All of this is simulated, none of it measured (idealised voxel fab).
The following process module bears the name voxel capacitor over wiring.
Xsec cut, 295 nm wide, square cell size 5 nm.
Reading order for cross-sections: top band down to bottom band. Underlying form: a grid of square cells. Band size: one or more rows of cells.
Heights first: top, then bottom, in nm. Then materials, left to right, each with a width in nm. "all across" on a single material: fills the band edge to edge. "blank": empty space.
Beneath 0, the wafer as received is one material, and that level is where height counting begins. The lowest band goes on downward without a bottom; it is written like "0 -> down".
Per-row width for "30..40": begins at first number (top row of band), ends at second number (bottom row), increment between rows held constant.
"everything unchanged", as given for a step, is the statement that not any cell of the cross-section underwent a change during that step.
Closed empty spaces (no open way to the top) of 8 cells or more are what "Closed void entries" lists, each as width x height at distance from the left edge, nm for all three.
Note: text after step settings on the step line = simulator remark on that step.
overlay nm: step with mask; distance mask lay right of planned place; negative value = left of planned place.
## Process steps - plan
step 1: RECEIVE, material Si
step 2: CONFORMAL_DEP, material SiO2, thk nm 15
step 3: CONFORMAL_DEP, material SiCN, thk nm 5
step 4: DIRECTIONAL_DEP, material SiO2, thk nm 25
step 5: PATTERN, tone open, mask id METAL_1, material resist, width nm 30, pitch nm 95, thk nm 20, overlay nm 0
step 6: DIRECTIONAL_ETCH, etch materials SiO2, depth nm 25
step 7: DIRECTIONAL_ETCH, etch materials SiCN, depth nm 5
step 8: STRIP, etch materials resist
step 9: CONFORMAL_DEP, material TiN, thk nm 5
step 10: FILL_DEP, material Cu, thk nm 10
step 11: CMP, height nm 45
step 12: CONFORMAL_DEP, material SiCN, thk nm 5
step 13: DIRECTIONAL_DEP, material SiO2, thk nm 10
step 14: MASKED_ETCH, tone open, mask id PLUG_1, width nm 15, etch materials SiO2, depth nm 10, overlay nm 0
step 15: MASKED_ETCH, tone open, mask id PLUG_1, width nm 15, etch materials SiCN, depth nm 5, overlay nm 0
step 16: EPI, material Ru, thk nm 10
step 17: EPI, material Ru, thk nm 5
step 18: DIRECTIONAL_DEP, material TiN, thk nm 5
step 19: DIRECTIONAL_DEP, material SiN, thk nm 5
step 20: DIRECTIONAL_DEP, material TiN, thk nm 5
step 21: MASKED_ETCH, tone cover, mask id UPPER_PLATE, width nm 70, etch materials TiN, depth nm 5, overlay nm 0
step 22: MASKED_ETCH, tone cover, mask id UPPER_PLATE, width nm 70, etch materials SiN, depth nm 5, overlay nm 0
step 23: DIRECTIONAL_DEP, material aC, thk nm 15
step 24: PATTERN, tone cover, mask id LOWER_PLATE, material resist, width nm 80, thk nm 35, overlay nm -15
step 25: DIRECTIONAL_ETCH, etch materials aC, depth nm 15
step 26: STRIP, etch materials resist
step 27: DIRECTIONAL_ETCH, etch materials TiN, depth nm 5
step 28: STRIP, etch materials aC
step 29: FILL_DEP, material SiO2, thk nm 15
step 30: CMP, height nm 85
step 31: DIRECTIONAL_DEP, material aC, thk nm 10
step 32: PATTERN, tone open, mask id PLUG_2, material resist, width nm 15, thk nm 25, overlay nm 0
step 33: DIRECTIONAL_ETCH, etch materials aC, depth nm 10
step 34: STRIP, etch materials resist
step 35: DIRECTIONAL_ETCH, etch materials SiO2, depth nm 10
step 36: STRIP, etch materials aC
step 37: CONFORMAL_DEP, material TiN, thk nm 5
step 38: FILL_DEP, material Ru, thk nm 5
step 39: CMP, height nm 85
step 40: CONFORMAL_DEP, material SiCN, thk nm 5
Keep in mind the plan's value for the overlay nm of step 24 comes from the first wafer; the wafers don't share that setting, but they do share the same starting point.
## This is how the first of several wafers looked in cross-section when it arrived, which is after step 1
- 0 -> down  Si all across
- Closed void entries: none
## Quick key for the table: a row per wafer, taken at the end of the module. For each material it tells you how many cells the wafer gained (+) or lost (-) since it came in, and the closed voids come after
overlay nm -15; +40 Cu; +10 Ru; +162 SiCN; +14 SiN; +769 SiO2; +67 TiN; Closed void entries: none
overlay nm -10; +40 Cu; +10 Ru; +162 SiCN; +14 SiN; +769 SiO2; +67 TiN; Closed void entries: none
overlay nm -5; +40 Cu; +10 Ru; +162 SiCN; +14 SiN; +769 SiO2; +67 TiN; Closed void entries: none
overlay nm 0; +40 Cu; +10 Ru; +162 SiCN; +14 SiN; +769 SiO2; +67 TiN; Closed void entries: none
overlay nm 5; +40 Cu; +10 Ru; +162 SiCN; +14 SiN; +769 SiO2; +67 TiN; Closed void entries: none
overlay nm 10; +40 Cu; +10 Ru; +162 SiCN; +14 SiN; +769 SiO2; +67 TiN; Closed void entries: none
overlay nm 15; +40 Cu; +10 Ru; +162 SiCN; +14 SiN; +769 SiO2; +67 TiN; Closed void entries: none
